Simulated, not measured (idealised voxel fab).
Presented below is a process module, voxel gate over fins.
Cross-sectional view cut (width: 150 nm; square cell size: 5 nm).
Notation: cross-section as square-cell grid; stated in bands, top first, going down; one or more cell rows per band. Top, bottom (nm), then materials left to right with widths (nm); lone material tagged "everywhere" fills the whole band edge to edge; "blank" = empty space. Height datum 0, below which the as-received substrate wafer is one material. Lowest band open at the bottom, running downward: "0 down". Per-row width for "30 to 40": begins at first number (top row of band), ends at second number (bottom row), increment between rows held constant. Where the words "no modifications" appear for a step, the cross-section shows no cell changed by that step; every cell remained as before. Look at "Closed void catalog" for the closed voids: empty spaces with no open path to the top, sized 8 cells or up. Each is width x height at distance, distance from the left edge, all nm. Past the settings on a step's line: simulator remark, on that step. Each step line may optionally specify "overlay nm", which for a step with a mask gives the rightward distance between the mask's planned place and where it lay, a negative value indicating the leftward direction.

# Steps in the process plan
1) RECEIVE | material Si
2) CONFORMAL_DEP | material SiN | thk nm 5
3) MASKED_ETCH | tone cover | mask id FINS | width nm 15 | pitch nm 45 | etch materials SiN | depth nm 5 | overlay nm 0
4) MASKED_ETCH | tone cover | mask id FINS | width nm 15 | pitch nm 45 | etch materials Si | depth nm 30 | overlay nm 0
5) OXIDIZE | depth nm 5
6) FILL_DEP | material SiO2 | thk nm 10
7) CMP | height nm 5
8) SELECTIVE_ETCH | etch materials SiO2 | depth nm 15
9) STRIP | etch materials SiN
10) CONFORMAL_DEP | material HfO2 | thk nm 5
11) CONFORMAL_DEP | material TiN | thk nm 5
12) FILL_DEP | material W | thk nm 15
13) CMP | height nm 20
14) CONFORMAL_DEP | material SiCN | thk nm 10

# Wafer as received: cross-section following step 1
	0 down = Si everywhere
	Closed void catalog: none

# Looking at the first of two wafers in cross-section at end of module - ran to plan
	30 to 20 = SiCN everywhere
	20 to 10 = W everywhere
	10 to 5 = W 40 nm; TiN 25 nm; W 20 nm; TiN 25 nm; W 40 nm
	5 to 0 = W 40 nm; TiN 5 nm; HfO2 15 nm; TiN 5 nm; W 20 nm; TiN 5 nm; HfO2 15 nm; TiN 5 nm; W 40 nm
	0 to -5 = TiN 45 nm; HfO2 5 nm; Si 5 nm; HfO2 5 nm; TiN 30 nm; HfO2 5 nm; Si 5 nm; HfO2 5 nm; TiN 45 nm
	-5 to -10 = HfO2 50 nm; Si 5 nm; HfO2 40 nm; Si 5 nm; HfO2 50 nm
	-10 to -35 = SiO2 50 nm; Si 5 nm; SiO2 40 nm; Si 5 nm; SiO2 50 nm
	-35 down = Si everywhere
	Closed void catalog: none

# Now the second wafer, cross-sectioned at the end of the module. Nothing different at the start, nothing different in the plan compared with the first, just one mistake when it was actually run
	30 to 20 = SiCN everywhere
	20 to 10 = W everywhere
	10 to 5 = W 40 nm; TiN 25 nm; W 20 nm; TiN 25 nm; W 40 nm
	5 to 0 = W 40 nm; TiN 5 nm; HfO2 15 nm; TiN 5 nm; W 20 nm; TiN 5 nm; HfO2 15 nm; TiN 5 nm; W 40 nm
	0 to -15 = W 40 nm; TiN 5 nm; HfO2 5 nm; Si 5 nm; HfO2 5 nm; TiN 5 nm; W 20 nm; TiN 5 nm; HfO2 5 nm; Si 5 nm; HfO2 5 nm; TiN 5 nm; W 40 nm
	-15 to -20 = TiN 45 nm; HfO2 5 nm; Si 5 nm; HfO2 5 nm; TiN 30 nm; HfO2 5 nm; Si 5 nm; HfO2 5 nm; TiN 45 nm
	-20 to -25 = HfO2 50 nm; Si 5 nm; HfO2 40 nm; Si 5 nm; HfO2 50 nm
	-25 to -35 = SiO2 50 nm; Si 5 nm; SiO2 40 nm; Si 5 nm; SiO2 50 nm
	-35 down = Si everywhere
	Closed void catalog: none
what went wrong: step 8, plan: ran twice
Bottom line after processing is that, in cells, the second wafer is up or down on some materials versus the first: HfO2 +12; SiO2 -84; TiN +12; W +60
